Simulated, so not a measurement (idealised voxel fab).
Proc. module: voxel double patterning
Shown is cross-section cut, with a width of 265 nm and square cells of size 5 nm.
Think of the cross-section as a grid of square cells. We describe it in bands, top to bottom, and each band covers one or more rows of those cells. The entry gives the band's vertical extent as a top height and a bottom height in nm, then its horizontal make-up as materials from left to right, each with a width in nm. "blank" stands for empty space; a single material marked "throughout" fills the band edge to edge. Basically, 0 is our baseline, since under it the wafer straight out of the box is all one material. The bottom band has no lower end and keeps on going down, so it looks like "from 0 down". Quick explanation for "30..40": the width changes in equal steps down the rows of cells, from the first number in the band's top row to the second number in its bottom row. When a step is marked "stayed the same", none of the cells in the cross-section changed during that step. What "Sealed voids" gives you is every empty space of 8 cells or more that is cut off from the top. Each appears as width x height at distance, with the distance taken from the left edge and width, height and distance all in nm. On each step's line, the part that comes after the settings is the simulator's own comment on the step. On any step carrying a mask, the "overlay nm" setting, if present on the step's line, tells how far right of its planned place the mask lay; negative values point to the left.

[The planned process steps are enumerated hereunder]
step 1: RECEIVE,material Si
step 2: CONFORMAL_DEP,material SiO2,thk nm 10
step 3: DIRECTIONAL_DEP,material polySi,thk nm 10
step 4: DIRECTIONAL_DEP,material SiCN,thk nm 5
step 5: DIRECTIONAL_DEP,material aC,thk nm 15
step 6: PATTERN,tone open,mask id FIRST,material resist,width nm 15,pitch nm 50,thk nm 30,overlay nm 0
step 7: DIRECTIONAL_ETCH,etch materials aC,depth nm 15
step 8: STRIP,etch materials resist
step 9: DIRECTIONAL_ETCH,etch materials SiCN,depth nm 5
step 10: STRIP,etch materials aC
step 11: PATTERN,tone open,mask id SECOND,material resist,width nm 15,thk nm 15,overlay nm 0
step 12: DIRECTIONAL_ETCH,etch materials SiCN,depth nm 5
step 13: STRIP,etch materials resist
step 14: DIRECTIONAL_ETCH,etch materials polySi,depth nm 10
step 15: STRIP,etch materials SiCN

[So this is the incoming wafer in cross-section - it's already been through step 1]
	from 0 down | Si throughout
	Sealed voids: none

[Starting structure and process plan are as shown above, but one mistake was made in running the module; the wafer cross-section at the end of the module follows]
	from 20 to 10 | SiO2 throughout
	from 10 to 0 | polySi throughout
	from 0 down | Si throughout
	Sealed voids: none
The mistake made against the process plan was this: deviation from plan: step 3 and step 2 executed in one another's positions
